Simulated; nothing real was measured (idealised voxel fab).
Process module name: voxel fin reveal
The width of the displayed cross-section, cut, is 180 nm; its cells are square, with a size of 5 nm.
Heads up, the way a cross-section reads in here is a grid of square cells, handed over as bands from the top down, with every band being one or more rows of cells.
What a band's entry tells you: where the top is and where the bottom is, as heights in nm, and after that what lies inside, material by material from left to right, each with its width in nm. Empty space is written as the word "blank", and a single material marked with the word "edge to edge" occupies the band from edge to edge.
Where do heights start? At 0: under that level the wafer as delivered is made of one material only. And the lowest band has no floor; it just carries on downward, as in "0 -> down".
The expression "30..40" gives the width at the extremes of the band, the first number at its top row of cells and the second at its bottom row, with the width changing by equal amounts from each row to the next in between.
Basically "no change" means that step didn't change any cell in the cross-section.
Closed-off voids of 8+ cells (no open route to the top) go in "Sealed void inventory", written width x height at distance from the left edge, in nm.
If you see something after the settings on a step's line, that's the simulator's own remark about that step.
If you see "overlay nm" on a step's line and that step has a mask, it's telling you how far right of where it was planned the mask ended up; a negative number means it went left instead.
THIS SECTION LISTS THE PROCESS STEPS THAT WERE PLANNED
- 1: RECEIVE | material Si
- 2: CONFORMAL_DEP | material SiN | thk nm 10
- 3: MASKED_ETCH | tone cover | mask id FINS | width nm 15 | pitch nm 35 | etch materials SiN | depth nm 10 | overlay nm 0
- 4: MASKED_ETCH | tone cover | mask id FINS | width nm 15 | pitch nm 35 | etch materials Si | depth nm 40 | overlay nm 0
- 5: OXIDIZE | depth nm 5
- 6: FILL_DEP | material SiO2 | thk nm 15
- 7: CMP | height nm 10
- 8: SELECTIVE_ETCH | etch materials SiO2 | depth nm 35
- 9: STRIP | etch materials SiN
WAFER AT RECEIPT (POST STEP 1), CROSS-SECTION
> 0 -> down | Si edge to edge
> Sealed void inventory: none
FIRST OF TWO WAFERS: CROSS-SECTION AT END OF MODULE, RUN PER PLAN
> 0 -> -25 | blank (70), Si (5), blank (30), Si (5), blank (70)
> -25 -> -45 | SiO2 (70), Si (5), SiO2 (30), Si (5), SiO2 (70)
> -45 -> down | Si edge to edge
> Sealed void inventory: none
THIS CROSS-SECTION BELONGS TO THE SECOND WAFER OF TWO AT THE END OF THE MODULE; THE START AND THE PLAN WERE SHARED WITH THE FIRST, AND THE RUN INCLUDED ONE MISTAKE
> 0 -> -25 | blank (70), Si (5), blank (30), Si (5), blank (70)
> -25 -> -35 | SiO2 (30), blank (40), Si (5), blank (30), Si (5), blank (40), SiO2 (30)
> -35 -> -45 | SiO2 (70), Si (5), SiO2 (30), Si (5), SiO2 (70)
> -45 -> down | Si edge to edge
> Sealed void inventory: none
Heads up, the wafer didn't run the way we planned it: sequence error: steps 8 and 9 interchanged
Wafer comparison, final, in cells, second relative to first, materials more or fewer: 44 fewer of SiO2
